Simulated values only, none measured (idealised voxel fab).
The document below concerns the process module designated voxel self aligned contacts.
The cross-section on display is named cut; it measures 295 nm wide, and its cells are 5 nm squares.
Cross-section = grid of square cells, listed top down in bands; band = one or more rows.
What a band's entry tells you: where the top is and where the bottom is, as heights in nm, and after that what lies inside, material by material from left to right, each with its width in nm. Empty space is written as the word "air", and a single material marked with the word "edge to edge" occupies the band from edge to edge.
It should be noted that heights are counted from 0, beneath which the wafer as supplied is of one material throughout, and that the lowest band possesses no lower boundary but continues downward, as written in "from 0 down".
Think of "30->40" as a width that walks from the first number to the second as you go down the band, top row to bottom row, taking equal-sized steps from row to row.
The cross-section has no changed cell in any step marked "nothing got changed".
Closed-off voids of 8+ cells (no open route to the top) go in "Voids lacking openings", written width x height at distance from the left edge, in nm.
Past the settings on a step's line: simulator remark, on that step.
Among the settings permitted on a step's line is "overlay nm"; applied to a step with a mask, it specifies the extent to which the mask lay to the right of its planned position, whereas a negative figure signifies a position to the left.

Below is the list of planned process steps
1,RECEIVE: material Si
2,CONFORMAL_DEP: material SiO2, thk nm 5
3,DIRECTIONAL_DEP: material polySi, thk nm 20
4,DIRECTIONAL_DEP: material SiN, thk nm 20
5,DIRECTIONAL_DEP: material aC, thk nm 10
6,PATTERN: tone cover, mask id GATE, material resist, width nm 30, pitch nm 75, thk nm 25, overlay nm 0
7,DIRECTIONAL_ETCH: etch materials aC, depth nm 10
8,STRIP: etch materials resist
9,DIRECTIONAL_ETCH: etch materials SiN, depth nm 20
10,DIRECTIONAL_ETCH: etch materials polySi, depth nm 20
11,STRIP: etch materials aC
12,CONFORMAL_DEP: material SiN, thk nm 10
13,DIRECTIONAL_ETCH: etch materials SiN, depth nm 10
14,FILL_DEP: material SiO2, thk nm 20
15,CMP: height nm 55
16,DIRECTIONAL_DEP: material aC, thk nm 15
17,PATTERN: tone open, mask id CONTACT, material resist, width nm 55, thk nm 30, overlay nm 0
18,DIRECTIONAL_ETCH: etch materials aC, depth nm 15
19,STRIP: etch materials resist
20,DIRECTIONAL_ETCH: etch materials SiO2, depth nm 55
21,STRIP: etch materials aC
22,CONFORMAL_DEP: material TiN, thk nm 5
23,FILL_DEP: material W, thk nm 5
24,CMP: height nm 55
25,CONFORMAL_DEP: material SiN, thk nm 5

Cross-section of the wafer at receipt, which is the condition after step 1
> from 0 down: Si edge to edge
> Voids lacking openings: none

The plan above was carried out on the starting structure above with one mistake, and this cross-section shows the wafer at the end of the module
> from 60 to 55: SiN edge to edge
> from 55 to 45: 125 of SiO2 / 5->15 of TiN / 40->15 of W / 5->20 of TiN / 120 of SiO2
> from 45 to 25: 85 of SiO2 / 50 of SiN / 5 of TiN / 15 of W / 5 of TiN / 50 of SiN / 85 of SiO2
> from 25 to 5: 85 of SiO2 / 10 of SiN / 30 of polySi / 10 of SiN / 5 of TiN / 15 of W / 5 of TiN / 10 of SiN / 30 of polySi / 10 of SiN / 85 of SiO2
> from 5 to 0: 135 of SiO2 / 25 of TiN / 135 of SiO2
> from 0 down: Si edge to edge
> Voids lacking openings: none
Which mistake was made when the wafer was run? step 17: run off-plan, actual operation and settings PATTERN: tone open, mask id CONTACT, material resist, width nm 50, thk nm 30, overlay nm 0
